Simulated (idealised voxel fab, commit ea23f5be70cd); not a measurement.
process module | voxel trench capacitor
cross-section cut | 255 nm wide | cells 5 nm
A cross-section is a grid of square cells, given in bands from the top down. A band is one or more rows of cells.
Each band's line starts with the height of the band's top and of its bottom, in nm. Then come its materials from left to right, each with its width in nm. One material with "throughout" fills the band from edge to edge. "air" is empty space.
Height 0 is the level under which the wafer as received is all one material. The lowest band goes on downwards, as in "0 down".
A width such as "30 to 40" changes by the same amount from each row of cells to the next, from the band's top row to its bottom row.
"no change" after a step means that no cell of the cross-section changed.
closed voids: empty space of 8 cells or more with no open way to the top, each as width x height at its distance from the left edge, in nm
after a step's settings: what the simulator itself notes on the step
overlay nm, on a step with a mask: how far to the right of its planned place the mask lay; to the left if negative
plan
1 op RECEIVE | material Si
2 op CONFORMAL_DEP | material SiN | thk nm 10
3 op PATTERN | tone open | mask id TRENCH | material resist | width nm 25 | pitch nm 50 | thk nm 20 | overlay nm 0
4 op DIRECTIONAL_ETCH | etch materials SiN | depth nm 10
5 op DIRECTIONAL_ETCH | etch materials Si | depth nm 30
6 op STRIP | etch materials resist
7 op CONFORMAL_DEP | material Al2O3 | thk nm 5
8 op CONFORMAL_DEP | material TiN | thk nm 5
9 op FILL_DEP | material W | thk nm 10
10 op CMP | height nm 10
as received, after step 1
  0 down: Si throughout
  closed voids: none
a wafer at the end: this start, this plan, one mistake
  10 to 0: SiN 40 | TiN 5 | Al2O3 5 | W 5 | Al2O3 5 | TiN 5 | SiN 25 | TiN 5 | Al2O3 5 | W 5 | Al2O3 5 | TiN 5 | SiN 25 | TiN 5 | Al2O3 5 | W 5 | Al2O3 5 | TiN 5 | SiN 25 | TiN 5 | Al2O3 5 | W 5 | Al2O3 5 | TiN 5 | SiN 40
  0 to -20: Si 40 | TiN 5 | Al2O3 5 | W 5 | Al2O3 5 | TiN 5 | Si 25 | TiN 5 | Al2O3 5 | W 5 | Al2O3 5 | TiN 5 | Si 25 | TiN 5 | Al2O3 5 | W 5 | Al2O3 5 | TiN 5 | Si 25 | TiN 5 | Al2O3 5 | W 5 | Al2O3 5 | TiN 5 | Si 40
  -20 to -25: Si 40 | TiN 5 | Al2O3 15 | TiN 5 | Si 25 | TiN 5 | Al2O3 15 | TiN 5 | Si 25 | TiN 5 | Al2O3 15 | TiN 5 | Si 25 | TiN 5 | Al2O3 15 | TiN 5 | Si 40
  -25 to -30: Si 40 | TiN 25 | Si 25 | TiN 25 | Si 25 | TiN 25 | Si 25 | TiN 25 | Si 40
  -30 down: Si throughout
  closed voids: none
what went wrong: steps 7 and 8 were swapped
